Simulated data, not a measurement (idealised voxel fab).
Process module heading - voxel trench capacitor
Cross-section cut: width 275 nm, square cells of 5 nm.
In this document a cross-section is written as a grid of square cells. It is given as a series of bands, listed from the top down, and a band is one or more rows of cells.
Quick guide to a band line: top height, bottom height (nm) up front; then every material left to right with its width in nm. Only one material and it's marked "all across"? Then it fills the band edge to edge. And "air" just means empty space.
Height reference: 0 = level under which incoming wafer is all one material. Lowest band: no bottom, runs on downward, e.g. "z 0 and below".
The two numbers in a width such as "30->40" mark its ends across the band: the first belongs to the top row of cells, the second to the bottom row, and from each row to the next the width moves by the same amount.
Step note "nothing was modified" = no cross-section cell changed.
The list in "Fully sealed voids" covers empty spaces of 8 cells or more that cannot reach the top through any open way, and it gives each as width x height at distance; the distance is from the left edge, and width, height and distance are in nm.
That trailing text on a step's line, after the settings, is the simulator's own remark on the step.
overlay nm: step with mask; distance mask lay right of planned place; negative value = left of planned place.
So here's the lineup of process steps we planned:
1 RECEIVE, material Si
2 CONFORMAL_DEP, material SiN, thk nm 10
3 DIRECTIONAL_DEP, material aC, thk nm 10
4 PATTERN, tone open, mask id TRENCH, material resist, width nm 25, pitch nm 45, thk nm 30, overlay nm 0
5 DIRECTIONAL_ETCH, etch materials aC, depth nm 10
6 STRIP, etch materials resist
7 DIRECTIONAL_ETCH, etch materials SiN, depth nm 10
8 DIRECTIONAL_ETCH, etch materials Si, depth nm 15
9 STRIP, etch materials aC
10 CONFORMAL_DEP, material HfO2, thk nm 5
11 CONFORMAL_DEP, material TiN, thk nm 5
12 FILL_DEP, material W, thk nm 10
13 CMP, height nm 10
Same starting wafers, different depth nm at step 8. Plan value belongs to the first wafer.
So this is the first of several wafers, cross-sectioned as it came to us, meaning it's at the end of step 1:
  z 0 and below: Si all across
  Fully sealed voids: none
End-of-module cross-section, first of several wafers, after last step 13:
  z 10 to 0: 55 nm SiN, 5 nm HfO2, 5 nm TiN, 5 nm W, 5 nm TiN, 5 nm HfO2, 20 nm SiN, 5 nm HfO2, 5 nm TiN, 5 nm W, 5 nm TiN, 5 nm HfO2, 20 nm SiN, 5 nm HfO2, 5 nm TiN, 5 nm W, 5 nm TiN, 5 nm HfO2, 20 nm SiN, 5 nm HfO2, 5 nm TiN, 5 nm W, 5 nm TiN, 5 nm HfO2, 60 nm SiN
  z 0 to -5: 55 nm Si, 5 nm HfO2, 5 nm TiN, 5 nm W, 5 nm TiN, 5 nm HfO2, 20 nm Si, 5 nm HfO2, 5 nm TiN, 5 nm W, 5 nm TiN, 5 nm HfO2, 20 nm Si, 5 nm HfO2, 5 nm TiN, 5 nm W, 5 nm TiN, 5 nm HfO2, 20 nm Si, 5 nm HfO2, 5 nm TiN, 5 nm W, 5 nm TiN, 5 nm HfO2, 60 nm Si
  z -5 to -10: 55 nm Si, 5 nm HfO2, 15 nm TiN, 5 nm HfO2, 20 nm Si, 5 nm HfO2, 15 nm TiN, 5 nm HfO2, 20 nm Si, 5 nm HfO2, 15 nm TiN, 5 nm HfO2, 20 nm Si, 5 nm HfO2, 15 nm TiN, 5 nm HfO2, 60 nm Si
  z -10 to -15: 55 nm Si, 25 nm HfO2, 20 nm Si, 25 nm HfO2, 20 nm Si, 25 nm HfO2, 20 nm Si, 25 nm HfO2, 60 nm Si
  z -15 and below: Si all across
  Fully sealed voids: none
Module end, final wafer: cross-section:
  z 10 to 0: 55 nm SiN, 5 nm HfO2, 5 nm TiN, 5 nm W, 5 nm TiN, 5 nm HfO2, 20 nm SiN, 5 nm HfO2, 5 nm TiN, 5 nm W, 5 nm TiN, 5 nm HfO2, 20 nm SiN, 5 nm HfO2, 5 nm TiN, 5 nm W, 5 nm TiN, 5 nm HfO2, 20 nm SiN, 5 nm HfO2, 5 nm TiN, 5 nm W, 5 nm TiN, 5 nm HfO2, 60 nm SiN
  z 0 to -30: 55 nm Si, 5 nm HfO2, 5 nm TiN, 5 nm W, 5 nm TiN, 5 nm HfO2, 20 nm Si, 5 nm HfO2, 5 nm TiN, 5 nm W, 5 nm TiN, 5 nm HfO2, 20 nm Si, 5 nm HfO2, 5 nm TiN, 5 nm W, 5 nm TiN, 5 nm HfO2, 20 nm Si, 5 nm HfO2, 5 nm TiN, 5 nm W, 5 nm TiN, 5 nm HfO2, 60 nm Si
  z -30 to -35: 55 nm Si, 5 nm HfO2, 15 nm TiN, 5 nm HfO2, 20 nm Si, 5 nm HfO2, 15 nm TiN, 5 nm HfO2, 20 nm Si, 5 nm HfO2, 15 nm TiN, 5 nm HfO2, 20 nm Si, 5 nm HfO2, 15 nm TiN, 5 nm HfO2, 60 nm Si
  z -35 to -40: 55 nm Si, 25 nm HfO2, 20 nm Si, 25 nm HfO2, 20 nm Si, 25 nm HfO2, 20 nm Si, 25 nm HfO2, 60 nm Si
  z -40 and below: Si all across
  Fully sealed voids: none
Where each wafer stands at the end of the module, a row apiece: cells of each material gained (+) or lost (-) since it was received, then closed voids:
depth nm 15 | +52 HfO2 | -60 Si | +70 SiN | +36 TiN | +12 W | Fully sealed voids: none
depth nm 20 | +60 HfO2 | -80 Si | +70 SiN | +44 TiN | +16 W | Fully sealed voids: none
depth nm 25 | +68 HfO2 | -100 Si | +70 SiN | +52 TiN | +20 W | Fully sealed voids: none
depth nm 30 | +76 HfO2 | -120 Si | +70 SiN | +60 TiN | +24 W | Fully sealed voids: none
depth nm 35 | +84 HfO2 | -140 Si | +70 SiN | +68 TiN | +28 W | Fully sealed voids: none
depth nm 40 | +92 HfO2 | -160 Si | +70 SiN | +76 TiN | +32 W | Fully sealed voids: none
